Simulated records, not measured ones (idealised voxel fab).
Process module, titled voxel transistor to metal
cross-section cut | 210 nm wide | cells 5 nm
Cross-section format: a grid of square cells, given as bands from top to bottom; each band is one or more rows of cells.
Band entry format. Leading values: height of top, height of bottom, nm. Remainder: materials in left-to-right order, each with its width in nm. Special words: "edge to edge" on a single material, which then fills the band edge to edge; "blank", empty space.
It should be noted that heights are counted from 0, beneath which the wafer as supplied is of one material throughout, and that the lowest band possesses no lower boundary but continues downward, as written in "0 and below".
The expression "30->40" gives the width at the extremes of the band, the first number at its top row of cells and the second at its bottom row, with the width changing by equal amounts from each row to the next in between.
Where the words "changes: none" appear for a step, the cross-section shows no cell changed by that step; every cell remained as before.
Closed-off voids of 8+ cells (no open route to the top) go in "Enclosed voids", written width x height at distance from the left edge, in nm.
What comes after the settings on a step's line is commentary from the simulator itself on that step.
overlay nm: right-of-plan distance of the mask on a masked step; negative values mean left-of-plan.
Intended process steps
1) RECEIVE | material Si
2) CONFORMAL_DEP | material SiO2 | thk nm 5
3) CONFORMAL_DEP | material SiN | thk nm 10
4) DIRECTIONAL_DEP | material aC | thk nm 10
5) PATTERN | tone cover | mask id ACTIVE | material resist | width nm 135 | thk nm 30 | overlay nm 0
6) DIRECTIONAL_ETCH | etch materials aC | depth nm 10
7) STRIP | etch materials resist
8) DIRECTIONAL_ETCH | etch materials SiN | depth nm 10
9) DIRECTIONAL_ETCH | etch materials SiO2 | depth nm 5
10) DIRECTIONAL_ETCH | etch materials Si | depth nm 25
11) STRIP | etch materials aC
12) OXIDIZE | depth nm 5
13) FILL_DEP | material SiO2 | thk nm 15
14) CMP | height nm 15
15) SELECTIVE_ETCH | etch materials SiO2 | depth nm 5
16) STRIP | etch materials SiN
17) SELECTIVE_ETCH | etch materials SiO2 | depth nm 5
18) OXIDIZE | depth nm 5
19) DIRECTIONAL_DEP | material polySi | thk nm 20
20) DIRECTIONAL_DEP | material SiCN | thk nm 15
21) DIRECTIONAL_DEP | material aC | thk nm 10
22) PATTERN | tone cover | mask id GATE | material resist | width nm 35 | thk nm 25 | overlay nm 0
23) DIRECTIONAL_ETCH | etch materials aC | depth nm 10
24) STRIP | etch materials resist
25) DIRECTIONAL_ETCH | etch materials SiCN | depth nm 25
26) DIRECTIONAL_ETCH | etch materials polySi | depth nm 30
27) STRIP | etch materials aC
28) CONFORMAL_DEP | material SiO2 | thk nm 5
29) DIRECTIONAL_ETCH | etch materials SiO2 | depth nm 5
30) CONFORMAL_DEP | material SiN | thk nm 5
31) DIRECTIONAL_ETCH | etch materials SiN | depth nm 5
32) DIRECTIONAL_ETCH | etch materials SiO2 | depth nm 5
33) EPI | material pSi | thk nm 5
34) FILL_DEP | material SiO2 | thk nm 10
35) CMP | height nm 20
36) STRIP | etch materials polySi
37) SELECTIVE_ETCH | etch materials SiO2 | depth nm 5
38) CONFORMAL_DEP | material HfO2 | thk nm 5
39) CONFORMAL_DEP | material TiN | thk nm 5
40) FILL_DEP | material W | thk nm 10
41) CMP | height nm 15
42) DIRECTIONAL_DEP | material SiO2 | thk nm 15
43) MASKED_ETCH | tone open | mask id CONTACT | width nm 20 | pitch nm 95 | etch materials SiO2 | depth nm 30 | overlay nm 0
44) CONFORMAL_DEP | material TiN | thk nm 5
45) FILL_DEP | material W | thk nm 10
46) CMP | height nm 30
47) CONFORMAL_DEP | material SiN | thk nm 5
48) DIRECTIONAL_DEP | material SiO2 | thk nm 15
49) PATTERN | tone open | mask id METAL_1 | material resist | width nm 20 | pitch nm 95 | thk nm 20 | overlay nm 0
50) DIRECTIONAL_ETCH | etch materials SiO2 | depth nm 15
51) DIRECTIONAL_ETCH | etch materials SiN | depth nm 5
52) STRIP | etch materials resist
53) CONFORMAL_DEP | material TiN | thk nm 5
54) FILL_DEP | material Cu | thk nm 10
55) CMP | height nm 50
56) EPI | material Ru | thk nm 5
57) FILL_DEP | material SiCN | thk nm 5
Cross-section of the wafer at receipt, which is the condition after step 1
    0 and below = Si edge to edge
    Enclosed voids: none
Cross-section, end of module. Start: as above. Plan: as above. Execution: one mistake
    60 down to 55 = SiCN edge to edge
    55 down to 50 = SiCN=45; Ru=25; SiCN=70; Ru=25; SiCN=45
    50 down to 35 = SiO2=50; TiN=5; Cu=5; TiN=5; SiO2=80; TiN=5; Cu=5; TiN=5; SiO2=50
    35 down to 30 = SiN=50; TiN=15; SiN=80; TiN=15; SiN=50
    30 down to 15 = SiO2=45; TiN=5; W=10; TiN=5; SiO2=75; TiN=5; W=10; TiN=5; SiO2=50
    15 down to 5 = SiO2=45; TiN=5; W=10; TiN=5; SiO2=10; SiN=5; HfO2=5; TiN=5; W=25; TiN=5; HfO2=5; SiN=5; SiO2=10; TiN=5; W=10; TiN=5; SiO2=50
    5 down to 0 = SiO2=35; SiN=5; SiO2=5; TiN=20; SiO2=10; SiN=5; HfO2=5; TiN=35; HfO2=5; SiN=5; SiO2=10; TiN=20; SiO2=5; SiN=5; SiO2=40
    0 down to -5 = SiO2=40; pSi=35; SiO2=5; HfO2=45; SiO2=5; pSi=35; SiO2=45
    -5 down to -30 = SiO2=40; Si=125; SiO2=45
    -30 and below = Si edge to edge
    Enclosed voids: none
Deviation from plan: note that step 49 departed from the planned setting and was carried out as PATTERN | tone open | mask id METAL_1 | material resist | width nm 15 | pitch nm 95 | thk nm 20 | overlay nm 0
